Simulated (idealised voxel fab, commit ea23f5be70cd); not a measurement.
Name of the process module below: voxel capacitor over wiring
235 nm wide, 5 nm square cells: that's cross-section cut.
Just so we're on the same page, the cross-sections are grids of square cells, and they're listed out in bands top to bottom, each band one or more rows deep.
Within each band entry, the heights of the top and of the bottom of the band appear first, in that order and in nm; the materials of the band then follow from left to right, each with its corresponding width in nm. The designation "full width" on a single material indicates that it fills the band from edge to edge; the designation "blank" indicates empty space.
We count height from 0. Below that, the starting wafer is all one material. The lowest band never ends at the bottom but goes on down; see "from 0 down" for how that is written.
Quick explanation for "30 to 40": the width changes in equal steps down the rows of cells, from the first number in the band's top row to the second number in its bottom row.
Step note "no modification" = no cross-section cell changed.
So "Enclosed internal voids" is basically the list of trapped voids: any empty space of 8 cells or more that can't reach the top through an opening. They're written width x height at distance, the distance being from the left edge, and it's all nm.
Past the settings on a step's line: simulator remark, on that step.
If you see "overlay nm" on a step's line and that step has a mask, it's telling you how far right of where it was planned the mask ended up; a negative number means it went left instead.

**Process steps (planned)**
1,RECEIVE,material Si
2,CONFORMAL_DEP,material SiO2,thk nm 15
3,DIRECTIONAL_DEP,material TiN,thk nm 5
4,DIRECTIONAL_DEP,material W,thk nm 20
5,MASKED_ETCH,tone cover,mask id METAL_1,width nm 25,pitch nm 95,etch materials W,depth nm 20,overlay nm 0
6,MASKED_ETCH,tone cover,mask id METAL_1,width nm 25,pitch nm 95,etch materials TiN,depth nm 5,overlay nm 0
7,CONFORMAL_DEP,material SiN,thk nm 5
8,FILL_DEP,material lowk,thk nm 5
9,CMP,height nm 40
10,CONFORMAL_DEP,material SiCN,thk nm 5
11,DIRECTIONAL_DEP,material SiO2,thk nm 20
12,MASKED_ETCH,tone open,mask id PLUG_1,width nm 15,etch materials SiO2,depth nm 20,overlay nm 0
13,MASKED_ETCH,tone open,mask id PLUG_1,width nm 15,etch materials SiCN,depth nm 5,overlay nm -15
14,EPI,material Ru,thk nm 10
15,EPI,material Ru,thk nm 10
16,EPI,material Ru,thk nm 5
17,DIRECTIONAL_DEP,material TiN,thk nm 10
18,DIRECTIONAL_DEP,material Al2O3,thk nm 5
19,DIRECTIONAL_DEP,material TiN,thk nm 10
20,DIRECTIONAL_DEP,material aC,thk nm 15
21,PATTERN,tone cover,mask id UPPER_PLATE,material resist,width nm 75,thk nm 35,overlay nm 0
22,DIRECTIONAL_ETCH,etch materials aC,depth nm 15
23,STRIP,etch materials resist
24,DIRECTIONAL_ETCH,etch materials TiN,depth nm 10
25,DIRECTIONAL_ETCH,etch materials Al2O3,depth nm 5
26,STRIP,etch materials aC
27,MASKED_ETCH,tone cover,mask id LOWER_PLATE,width nm 85,etch materials TiN,depth nm 10,overlay nm 0
28,FILL_DEP,material SiO2,thk nm 15
29,CMP,height nm 100
30,DIRECTIONAL_DEP,material aC,thk nm 10
31,PATTERN,tone open,mask id PLUG_2,material resist,width nm 15,thk nm 25,overlay nm 0
32,DIRECTIONAL_ETCH,etch materials aC,depth nm 10
33,STRIP,etch materials resist
34,DIRECTIONAL_ETCH,etch materials SiO2,depth nm 10
35,STRIP,etch materials aC
36,CONFORMAL_DEP,material TiN,thk nm 5
37,FILL_DEP,material Ru,thk nm 10
38,CMP,height nm 100
39,CONFORMAL_DEP,material SiN,thk nm 5
Across this set of wafers, the varied parameter is the overlay nm of step 13. Starting conditions are identical for every wafer, and the plan reports the value assigned to the first wafer.

**Received condition of the first of several wafers, sectioned: post-step 1**
* from 0 down | Si full width
* Enclosed internal voids: none

**Once step 39, the last step, is complete, the module is at its end; this is the cross-section of the first of several wafers**
* from 105 to 100 | SiN full width
* from 100 to 95 | 75 of SiO2 | 5 of TiN | 5 of Ru | 5 of TiN | 145 of SiO2
* from 95 to 90 | 75 of SiO2 | 15 of TiN | 145 of SiO2
* from 90 to 80 | 80 of SiO2 | 60 of TiN | 95 of SiO2
* from 80 to 75 | 80 of SiO2 | 60 of Al2O3 | 95 of SiO2
* from 75 to 70 | 60 of SiO2 | 5 of TiN | 15 of SiO2 | 65 of TiN | 90 of SiO2
* from 70 to 60 | 60 to 65 of SiO2 | 85 to 15 of TiN | 90 to 155 of SiO2
* from 60 to 55 | 65 of SiO2 | 15 of Al2O3 | 155 of SiO2
* from 55 to 45 | 65 of SiO2 | 15 of TiN | 155 of SiO2
* from 45 to 40 | SiCN full width
* from 40 to 20 | 50 of lowk | 5 of SiN | 25 of W | 5 of SiN | 60 of lowk | 5 of SiN | 25 of W | 5 of SiN | 55 of lowk
* from 20 to 15 | 55 of SiN | 25 of TiN | 70 of SiN | 25 of TiN | 60 of SiN
* from 15 to 0 | SiO2 full width
* from 0 down | Si full width
* Enclosed internal voids: none

**The module's end: a cross-section of the last wafer**
* from 105 to 100 | SiN full width
* from 100 to 95 | 75 of SiO2 | 5 of TiN | 5 of Ru | 5 of TiN | 145 of SiO2
* from 95 to 90 | 75 of SiO2 | 15 of TiN | 145 of SiO2
* from 90 to 80 | 80 of SiO2 | 60 of TiN | 95 of SiO2
* from 80 to 75 | 80 of SiO2 | 60 of Al2O3 | 95 of SiO2
* from 75 to 70 | 60 of SiO2 | 5 of TiN | 15 of SiO2 | 65 of TiN | 90 of SiO2
* from 70 to 60 | 60 to 65 of SiO2 | 85 to 15 of TiN | 90 to 155 of SiO2
* from 60 to 55 | 65 of SiO2 | 15 of Al2O3 | 155 of SiO2
* from 55 to 45 | 65 of SiO2 | 15 of TiN | 155 of SiO2
* from 45 to 40 | SiCN full width
* from 40 to 20 | 50 of lowk | 5 of SiN | 25 of W | 5 of SiN | 60 of lowk | 5 of SiN | 25 of W | 5 of SiN | 55 of lowk
* from 20 to 15 | 55 of SiN | 25 of TiN | 70 of SiN | 25 of TiN | 60 of SiN
* from 15 to 0 | SiO2 full width
* from 0 down | Si full width
* Enclosed internal voids: none

**For your reference, the table is organized with a row per wafer; each row reflects the wafer at the end of the module, indicating for each material the cells gained (+) or lost (-) since receipt, and thereafter its closed voids**
overlay nm -15; +15 Al2O3; +1 Ru; +47 SiCN; +100 SiN; +573 SiO2; +79 TiN; +40 W; +132 lowk; Enclosed internal voids: none
overlay nm -10; +15 Al2O3; +14 Ru; +46 SiCN; +100 SiN; +561 SiO2; +79 TiN; +40 W; +132 lowk; Enclosed internal voids: none
overlay nm -5; +15 Al2O3; +15 Ru; +45 SiCN; +100 SiN; +561 SiO2; +79 TiN; +40 W; +132 lowk; Enclosed internal voids: none
overlay nm 0; +15 Al2O3; +16 Ru; +44 SiCN; +100 SiN; +561 SiO2; +79 TiN; +40 W; +132 lowk; Enclosed internal voids: none
overlay nm 5; +15 Al2O3; +15 Ru; +45 SiCN; +100 SiN; +561 SiO2; +79 TiN; +40 W; +132 lowk; Enclosed internal voids: none
overlay nm 10; +15 Al2O3; +14 Ru; +46 SiCN; +100 SiN; +561 SiO2; +79 TiN; +40 W; +132 lowk; Enclosed internal voids: none
overlay nm 15; +15 Al2O3; +1 Ru; +47 SiCN; +100 SiN; +573 SiO2; +79 TiN; +40 W; +132 lowk; Enclosed internal voids: none
